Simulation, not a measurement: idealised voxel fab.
Process module in this document: voxel transistor to metal
Xsec cut, 150 nm wide, square cell size 5 nm.
Cross-section layout: square cells on a grid; listed as bands, top to bottom; a band spans one or more cell rows. It is stipulated that each band's entry specify, in nanometres, the height of the top of the band and then that of its bottom, followed by the materials of the band in left-to-right sequence, each together with its width in nanometres. A single material marked by the word "edge to edge" is understood to fill the band from edge to edge; the word "air" is understood to denote empty space. Heads up on the height convention: 0 is the point under which the incoming wafer is all one material, and the lowest band has no bottom, it just keeps going down, like "z 0 and below". When a width is written as two numbers, as in "30 to 40", the first number is the width in the top row of cells of the band and the second is the width in its bottom row, and the width changes by the same amount from each row to the next. You'll sometimes find "remained unchanged" written for a step, and that's the way of saying that nowhere in the cross-section did a cell change during that step. "Entrapped voids" contains a list of empty spaces, each no smaller than 8 cells and without an open way to the top, written in the form width x height at distance with the distance from the left edge and all three in nm. It should be noted that, on the line of a given step, the content following the step's settings is a remark produced by the simulator itself with respect to that step. overlay nm: mask right of planned place by this much (step with mask). Neg. = left.

-- The planned process steps are enumerated hereunder
| 1 | RECEIVE (material Si) |
| 2 | OXIDIZE (depth nm 5) |
| 3 | CONFORMAL_DEP (material SiN; thk nm 10) |
| 4 | MASKED_ETCH (tone cover; mask id ACTIVE; width nm 95; etch materials SiN; depth nm 10; overlay nm 0) |
| 5 | MASKED_ETCH (tone cover; mask id ACTIVE; width nm 95; etch materials SiO2; depth nm 5; overlay nm 0) |
| 6 | MASKED_ETCH (tone cover; mask id ACTIVE; width nm 95; etch materials Si; depth nm 25; overlay nm 0) |
| 7 | FILL_DEP (material SiO2; thk nm 15) |
| 8 | CMP (height nm 10) |
| 9 | SELECTIVE_ETCH (etch materials SiO2; depth nm 10) |
| 10 | STRIP (etch materials SiN) |
| 11 | SELECTIVE_ETCH (etch materials SiO2; depth nm 5) |
| 12 | OXIDIZE (depth nm 5) |
| 13 | DIRECTIONAL_DEP (material polySi; thk nm 25) |
| 14 | DIRECTIONAL_DEP (material SiCN; thk nm 15) |
| 15 | PATTERN (tone cover; mask id GATE; material resist; width nm 25; thk nm 20; overlay nm 0) |
| 16 | DIRECTIONAL_ETCH (etch materials SiCN; depth nm 25) |
| 17 | DIRECTIONAL_ETCH (etch materials polySi; depth nm 35) |
| 18 | STRIP (etch materials resist) |
| 19 | CONFORMAL_DEP (material SiO2; thk nm 5) |
| 20 | DIRECTIONAL_ETCH (etch materials SiO2; depth nm 5) |
| 21 | CONFORMAL_DEP (material SiN; thk nm 5) |
| 22 | DIRECTIONAL_ETCH (etch materials SiN; depth nm 5) |
| 23 | DIRECTIONAL_ETCH (etch materials SiO2; depth nm 5) |
| 24 | DIRECTIONAL_ETCH (etch materials Si; depth nm 10) |
| 25 | EPI (material SiGe; thk nm 10) |
| 26 | FILL_DEP (material SiO2; thk nm 10) |
| 27 | CMP (height nm 35) |
| 28 | DIRECTIONAL_DEP (material SiO2; thk nm 10) |
| 29 | MASKED_ETCH (tone open; mask id CONTACT; width nm 25; pitch nm 60; etch materials SiO2; depth nm 55; overlay nm 0) |
| 30 | CONFORMAL_DEP (material TiN; thk nm 5) |
| 31 | FILL_DEP (material Ru; thk nm 5) |
| 32 | CMP (height nm 45) |
| 33 | DIRECTIONAL_DEP (material TiN; thk nm 5) |
| 34 | DIRECTIONAL_DEP (material Ru; thk nm 20) |
| 35 | PATTERN (tone cover; mask id METAL_1; material resist; width nm 15; pitch nm 70; thk nm 20; overlay nm 0) |
| 36 | DIRECTIONAL_ETCH (etch materials Ru; depth nm 20) |
| 37 | DIRECTIONAL_ETCH (etch materials TiN; depth nm 5) |
| 38 | STRIP (etch materials resist) |
| 39 | CONFORMAL_DEP (material SiN; thk nm 5) |
| 40 | FILL_DEP (material SiO2; thk nm 5) |
| 41 | CMP (height nm 70) |
| 42 | CONFORMAL_DEP (material SiN; thk nm 5) |

-- Wafer cross-section on receipt, i.e. after step 1
- z 0 and below  Si edge to edge
- Entrapped voids: none

-- The following cross-section depicts the wafer upon conclusion of the module. Processing commenced from the starting condition illustrated above and adhered to the plan illustrated above, save for one mistake in execution
- z 75 to 70  SiN edge to edge
- z 70 to 50  SiO2: 25 / SiN: 5 / Ru: 15 / SiN: 5 / SiO2: 45 / SiN: 5 / Ru: 15 / SiN: 5 / SiO2: 30
- z 50 to 45  SiN: 30 / TiN: 15 / SiN: 55 / TiN: 15 / SiN: 35
- z 45 to 30  SiO2: 30 / TiN: 5 / Ru: 15 / TiN: 5 / SiO2: 35 / TiN: 5 / Ru: 15 / TiN: 5 / SiO2: 35
- z 30 to 25  SiO2: 30 / TiN: 5 / Ru: 10 / TiN: 10 / SiO2: 35 / TiN: 10 / Ru: 10 / TiN: 5 / SiO2: 35
- z 25 to 10  SiO2: 30 / TiN: 5 / Ru: 10 / TiN: 5 / SiN: 5 / SiO2: 5 / SiCN: 25 / SiO2: 5 / SiN: 5 / TiN: 5 / Ru: 10 / TiN: 5 / SiO2: 35
- z 10 to 5  SiO2: 30 / TiN: 5 / Ru: 10 / TiN: 5 / SiN: 5 / SiO2: 5 / polySi: 25 / SiO2: 5 / SiN: 5 / TiN: 5 / Ru: 10 / TiN: 5 / SiO2: 35
- z 5 to 0  SiO2: 30 / TiN: 20 / SiN: 5 / SiO2: 5 / polySi: 25 / SiO2: 5 / SiN: 5 / TiN: 20 / SiO2: 35
- z 0 to -5  SiO2: 30 / TiN: 10 / SiGe: 10 / SiN: 5 / SiO2: 5 / polySi: 25 / SiO2: 5 / SiN: 5 / SiGe: 10 / TiN: 10 / SiO2: 35
- z -5 to -10  SiO2: 30 / TiN: 10 / SiGe: 10 / SiO2: 45 / SiGe: 10 / TiN: 10 / SiO2: 35
- z -10 to -20  SiO2: 25 / SiGe: 25 / Si: 45 / SiGe: 25 / SiO2: 30
- z -20 to -30  SiO2: 25 / Si: 95 / SiO2: 30
- z -30 and below  Si edge to edge
- Entrapped voids: none
What went wrong in running the wafer? for step 13, the planned setting was not used; the step was instead run as DIRECTIONAL_DEP (material polySi; thk nm 15)
